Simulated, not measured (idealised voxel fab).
You're looking at the process module voxel transistor to metal.
Shown is cross-section cut, with a width of 170 nm and square cells of size 5 nm.
Throughout this document, each cross-section is represented as a grid of square cells and is presented as a sequence of bands enumerated from the top downward, where a band comprises one or more rows of cells.
What a band's entry tells you: where the top is and where the bottom is, as heights in nm, and after that what lies inside, material by material from left to right, each with its width in nm. Empty space is written as the word "blank", and a single material marked with the word "all across" occupies the band from edge to edge.
Ref level 0: as-received wafer is one material below here. Bottom band extends down with no lower bound ("top 0, no bottom").
The notation "30 to 40" denotes a width that varies across the rows of cells in the band, beginning at the first number in the top row, finishing at the second number in the bottom row, and changing by an identical amount from each row to the next.
"all unchanged" -> step changed no cross-section cell.
"Closed internal cavities" - sealed voids, min. 8 cells, no opening to top; format: width x height at distance (distance from left edge; nm throughout).
On each step's line, the part that comes after the settings is the simulator's own comment on the step.
overlay nm: for a step with a mask, the amount by which the mask lay right of where it was planned; a negative amount means left of it.

### Intended process steps
1: RECEIVE, material Si
2: CONFORMAL_DEP, material SiO2, thk nm 5
3: CONFORMAL_DEP, material SiN, thk nm 15
4: DIRECTIONAL_DEP, material aC, thk nm 15
5: PATTERN, tone cover, mask id ACTIVE, material resist, width nm 125, thk nm 30, overlay nm 0
6: DIRECTIONAL_ETCH, etch materials aC, depth nm 15
7: STRIP, etch materials resist
8: DIRECTIONAL_ETCH, etch materials SiN, depth nm 15
9: DIRECTIONAL_ETCH, etch materials SiO2, depth nm 5
10: DIRECTIONAL_ETCH, etch materials Si, depth nm 30
11: STRIP, etch materials aC
12: FILL_DEP, material SiO2, thk nm 5
13: CMP, height nm 20
14: SELECTIVE_ETCH, etch materials SiO2, depth nm 10
15: STRIP, etch materials SiN
16: SELECTIVE_ETCH, etch materials SiO2, depth nm 5
17: OXIDIZE, depth nm 5
18: DIRECTIONAL_DEP, material polySi, thk nm 30
19: DIRECTIONAL_DEP, material SiCN, thk nm 10
20: PATTERN, tone cover, mask id GATE, material resist, width nm 25, thk nm 20, overlay nm 0
21: DIRECTIONAL_ETCH, etch materials SiCN, depth nm 20
22: DIRECTIONAL_ETCH, etch materials polySi, depth nm 40
23: STRIP, etch materials resist
24: CONFORMAL_DEP, material SiO2, thk nm 5
25: DIRECTIONAL_ETCH, etch materials SiO2, depth nm 5
26: CONFORMAL_DEP, material SiN, thk nm 5
27: DIRECTIONAL_ETCH, etch materials SiN, depth nm 5
28: DIRECTIONAL_ETCH, etch materials SiO2, depth nm 5
29: DIRECTIONAL_ETCH, etch materials Si, depth nm 15
30: EPI, material SiGe, thk nm 20
31: FILL_DEP, material SiO2, thk nm 5
32: CMP, height nm 30
33: STRIP, etch materials polySi
34: SELECTIVE_ETCH, etch materials SiO2, depth nm 5
35: CONFORMAL_DEP, material HfO2, thk nm 5
36: CONFORMAL_DEP, material TiN, thk nm 5
37: FILL_DEP, material W, thk nm 5
38: CMP, height nm 25
39: DIRECTIONAL_DEP, material SiO2, thk nm 10
40: PATTERN, tone open, mask id CONTACT, material resist, width nm 20, pitch nm 85, thk nm 20, overlay nm 0
41: DIRECTIONAL_ETCH, etch materials SiO2, depth nm 20
42: STRIP, etch materials resist
43: CONFORMAL_DEP, material TiN, thk nm 5
44: FILL_DEP, material W, thk nm 10
45: CMP, height nm 35
46: CONFORMAL_DEP, material SiCN, thk nm 5
47: DIRECTIONAL_DEP, material lowk, thk nm 15
48: DIRECTIONAL_DEP, material aC, thk nm 10
49: PATTERN, tone open, mask id METAL_1, material resist, width nm 20, pitch nm 85, thk nm 30, overlay nm 0
50: DIRECTIONAL_ETCH, etch materials aC, depth nm 10
51: STRIP, etch materials resist
52: DIRECTIONAL_ETCH, etch materials lowk, depth nm 15
53: DIRECTIONAL_ETCH, etch materials SiCN, depth nm 5
54: STRIP, etch materials aC
55: CONFORMAL_DEP, material TiN, thk nm 5
56: FILL_DEP, material Cu, thk nm 5
57: CMP, height nm 55
58: EPI, material Ru, thk nm 5
59: FILL_DEP, material SiCN, thk nm 5
60: DIRECTIONAL_DEP, material SiO2, thk nm 25
61: DIRECTIONAL_DEP, material aC, thk nm 10
62: PATTERN, tone open, mask id METAL_2_HOLES, material resist, width nm 15, pitch nm 85, thk nm 30, overlay nm 0
63: DIRECTIONAL_ETCH, etch materials aC, depth nm 10
64: STRIP, etch materials resist
65: DIRECTIONAL_ETCH, etch materials SiO2, depth nm 25
66: STRIP, etch materials aC
67: PATTERN, tone open, mask id METAL_2, material resist, width nm 20, pitch nm 85, thk nm 15, overlay nm 0
68: DIRECTIONAL_ETCH, etch materials SiO2, depth nm 15
69: DIRECTIONAL_ETCH, etch materials SiCN, depth nm 5
70: STRIP, etch materials resist
71: CONFORMAL_DEP, material TiN, thk nm 5
72: FILL_DEP, material Cu, thk nm 10
73: CMP, height nm 90
74: CONFORMAL_DEP, material SiN, thk nm 5

### Shown in cross-section is the wafer as received, that is, as it stands after step 1
top 0, no bottom = Si all across
Closed internal cavities: none

### Cross-sectional result after module completion. Note: starting condition and plan are unchanged from above; one processing mistake was made
top 95, bottom 90 = SiN all across
top 90, bottom 80 = SiO2 30, TiN 5, Cu 10, TiN 5, SiO2 65, TiN 5, Cu 10, TiN 5, SiO2 35
top 80, bottom 75 = SiO2 30, TiN 5, Cu 5, TiN 10, SiO2 65, TiN 5, Cu 5, TiN 10, SiO2 35
top 75, bottom 65 = SiO2 30, TiN 5, Cu 5, TiN 5, SiO2 70, TiN 5, Cu 5, TiN 5, SiO2 40
top 65, bottom 60 = SiCN 30, TiN 15, SiCN 70, TiN 15, SiCN 40
top 60, bottom 55 = SiCN 25, Ru 30, SiCN 55, Ru 30, SiCN 30
top 55, bottom 40 = lowk 30, TiN 5, Cu 10, TiN 5, lowk 65, TiN 5, Cu 10, TiN 5, lowk 35
top 40, bottom 35 = SiCN 30, TiN 20, SiCN 65, TiN 20, SiCN 35
top 35, bottom 25 = SiO2 30, TiN 5, W 10, TiN 5, SiO2 65, TiN 5, W 10, TiN 5, SiO2 35
top 25, bottom 20 = SiO2 30, TiN 5, W 10, TiN 5, SiO2 5, SiN 5, HfO2 5, TiN 5, W 15, TiN 5, HfO2 5, SiN 5, SiO2 15, TiN 5, W 10, TiN 5, SiO2 35
top 20, bottom 15 = SiO2 30, TiN 20, SiO2 5, SiN 5, HfO2 5, TiN 5, W 15, TiN 5, HfO2 5, SiN 5, SiO2 15, TiN 20, SiO2 35
top 15, bottom 5 = SiO2 15, SiGe 40, SiN 5, HfO2 5, TiN 5, W 15, TiN 5, HfO2 5, SiN 5, SiGe 50, SiO2 20
top 5, bottom 0 = SiO2 15, SiGe 5, SiN 5, SiGe 30, SiN 5, HfO2 5, TiN 25, HfO2 5, SiN 5, SiGe 40, SiN 5, SiGe 5, SiO2 20
top 0, bottom -5 = SiO2 25, SiGe 30, SiO2 5, HfO2 35, SiO2 5, SiGe 40, SiO2 30
top -5, bottom -20 = SiO2 20, Si 5, SiGe 30, Si 45, SiGe 40, Si 5, SiO2 25
top -20, bottom -30 = SiO2 20, Si 125, SiO2 25
top -30, no bottom = Si all across
Closed internal cavities: none
Deviation from plan: not per plan at step 20, really ran PATTERN, tone cover, mask id GATE, material resist, width nm 25, thk nm 20, overlay nm -5
